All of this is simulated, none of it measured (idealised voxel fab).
process module | voxel self aligned vias
cross-section cut | 235 nm wide | cells 5 nm
A cross-section is a grid of square cells, given in bands from the top down. A band is one or more rows of cells.
Each band's line starts with the height of the band's top and of its bottom, in nm. Then come its materials from left to right, each with its width in nm. One material with "throughout" fills the band from edge to edge. "air" is empty space.
Height 0 is the level under which the wafer as received is all one material. The lowest band goes on downwards, as in "0 down".
A width such as "30 to 40" changes by the same amount from each row of cells to the next, from the band's top row to its bottom row.
"no change" after a step means that no cell of the cross-section changed.
closed voids: empty space of 8 cells or more with no open way to the top, each as width x height at its distance from the left edge, in nm
after a step's settings: what the simulator itself notes on the step
overlay nm, on a step with a mask: how far to the right of its planned place the mask lay; to the left if negative
plan
1 op RECEIVE | material Si
2 op CONFORMAL_DEP | material SiO2 | thk nm 15
3 op CONFORMAL_DEP | material SiCN | thk nm 5
4 op DIRECTIONAL_DEP | material SiO2 | thk nm 30
5 op MASKED_ETCH | tone open | mask id LINES | width nm 25 | pitch nm 60 | etch materials SiO2 | depth nm 30 | overlay nm 0
6 op CONFORMAL_DEP | material TiN | thk nm 5
7 op FILL_DEP | material W | thk nm 10
8 op CMP | height nm 50
9 op SELECTIVE_ETCH | etch materials W Ru TiN | depth nm 5
10 op FILL_DEP | material SiN | thk nm 5
11 op CMP | height nm 50
12 op DIRECTIONAL_DEP | material SiO2 | thk nm 15
13 op MASKED_ETCH | tone open | mask id VIAS | width nm 35 | pitch nm 60 | etch materials SiO2 | depth nm 15 | overlay nm 0
14 op MASKED_ETCH | tone open | mask id VIAS | width nm 35 | pitch nm 60 | etch materials SiN | depth nm 5 | overlay nm 0
15 op CONFORMAL_DEP | material TiN | thk nm 5
16 op FILL_DEP | material Cu | thk nm 5
17 op CMP | height nm 65
18 op CONFORMAL_DEP | material SiCN | thk nm 5
as received, after step 1
  0 down: Si throughout
  closed voids: none
first wafer at the end, as planned
  70 to 65: SiCN throughout
  65 to 55: SiO2 70 | TiN 5 | Cu 25 | TiN 5 | SiO2 25 | TiN 5 | Cu 25 | TiN 5 | SiO2 70
  55 to 50: SiO2 70 | TiN 10 | Cu 15 | TiN 10 | SiO2 25 | TiN 10 | Cu 15 | TiN 10 | SiO2 70
  50 to 45: SiO2 75 | TiN 25 | SiO2 35 | TiN 25 | SiO2 75
  45 to 25: SiO2 75 | TiN 5 | W 15 | TiN 5 | SiO2 35 | TiN 5 | W 15 | TiN 5 | SiO2 75
  25 to 20: SiO2 75 | TiN 25 | SiO2 35 | TiN 25 | SiO2 75
  20 to 15: SiCN throughout
  15 to 0: SiO2 throughout
  0 down: Si throughout
  closed voids: none
second wafer at the end: like start, like plan, one mistake
  70 to 65: SiCN throughout
  65 to 55: SiO2 60 | TiN 5 | Cu 25 | TiN 5 | SiO2 25 | TiN 5 | Cu 25 | TiN 5 | SiO2 80
  55 to 50: SiO2 60 | TiN 20 | Cu 10 | TiN 5 | SiO2 25 | TiN 20 | Cu 10 | TiN 5 | SiO2 80
  50 to 45: SiO2 75 | TiN 20 | SiN 5 | SiO2 35 | TiN 20 | SiN 5 | SiO2 75
  45 to 25: SiO2 75 | TiN 5 | W 15 | TiN 5 | SiO2 35 | TiN 5 | W 15 | TiN 5 | SiO2 75
  25 to 20: SiO2 75 | TiN 25 | SiO2 35 | TiN 25 | SiO2 75
  20 to 15: SiCN throughout
  15 to 0: SiO2 throughout
  0 down: Si throughout
  closed voids: none
what went wrong: step 13 ran as: op MASKED_ETCH | tone open | mask id VIAS | width nm 35 | pitch nm 60 | etch materials SiO2 | depth nm 15 | overlay nm -10
at the end the second wafer has, in cells: 2 fewer of Cu | 2 more of SiN
